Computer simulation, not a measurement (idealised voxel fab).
The following process module bears the name voxel fin reveal.
The width of the displayed cross-section, cut, is 270 nm; its cells are square, with a size of 5 nm.
Square cells in a grid make up a cross-section in this document, and the grid is given as bands, listed from the top down, each one or more rows of cells. Per band: top height and bottom height in nm, followed by the left-to-right materials and their widths in nm; "all across" marks a single material spanning edge to edge, "empty" marks empty space. Heads up on the height convention: 0 is the point under which the incoming wafer is all one material, and the lowest band has no bottom, it just keeps going down, like "z 0 and below". You'd read "30 to 40" like this: the band's top row of cells is as wide as the first number, its bottom row is as wide as the second, and going down, every row changes width by the same amount as the row before did. "no change" -> step changed no cross-section cell. In "Trapped voids" the enclosed voids are listed, meaning empty spaces of 8 cells or larger without any opening to the top. The form is width x height at distance, distance from the left edge, units nm. Heads up: the bit after the settings on a step's line is the simulator's remark on that step. What "overlay nm" on a step's line means: if the step has a mask, that mask lay this far to the right of its planned place, or, when the value is negative, to the left.

**Set out below are the planned steps of the process**
1. RECEIVE: material Si
2. CONFORMAL_DEP: material SiN, thk nm 5
3. PATTERN: tone cover, mask id FINS, material resist, width nm 15, pitch nm 40, thk nm 15, overlay nm 0
4. DIRECTIONAL_ETCH: etch materials SiN, depth nm 5
5. DIRECTIONAL_ETCH: etch materials Si, depth nm 40
6. STRIP: etch materials resist
7. OXIDIZE: depth nm 5
8. FILL_DEP: material SiO2, thk nm 10
9. CMP: height nm 5
10. SELECTIVE_ETCH: etch materials SiO2, depth nm 30
11. STRIP: etch materials SiN

**Incoming wafer in cross-section (state: after step 1)**
	z 0 and below | Si all across
	Trapped voids: none

**First of two wafers, end-of-module section, run followed plan**
	z 0 to -25 | empty (70) | Si (5) | empty (35) | Si (5) | empty (35) | Si (5) | empty (35) | Si (5) | empty (75)
	z -25 to -45 | SiO2 (70) | Si (5) | SiO2 (35) | Si (5) | SiO2 (35) | Si (5) | SiO2 (35) | Si (5) | SiO2 (75)
	z -45 and below | Si all across
	Trapped voids: none

**Second wafer cross-section at end of module - shared start and plan with the first, one mistake in the run**
	z 0 to -25 | empty (65) | Si (15) | empty (25) | Si (15) | empty (25) | Si (15) | empty (25) | Si (15) | empty (70)
	z -25 to -45 | SiO2 (65) | Si (15) | SiO2 (25) | Si (15) | SiO2 (25) | Si (15) | SiO2 (25) | Si (15) | SiO2 (70)
	z -45 and below | Si all across
	Trapped voids: none
Want to know what went wrong? the process deviated at step 3: the operation and settings actually run there were PATTERN: tone cover, mask id FINS, material resist, width nm 25, pitch nm 40, thk nm 15, overlay nm 0
at the end the second wafer has, in cells: 72 more of Si, 32 fewer of SiO2
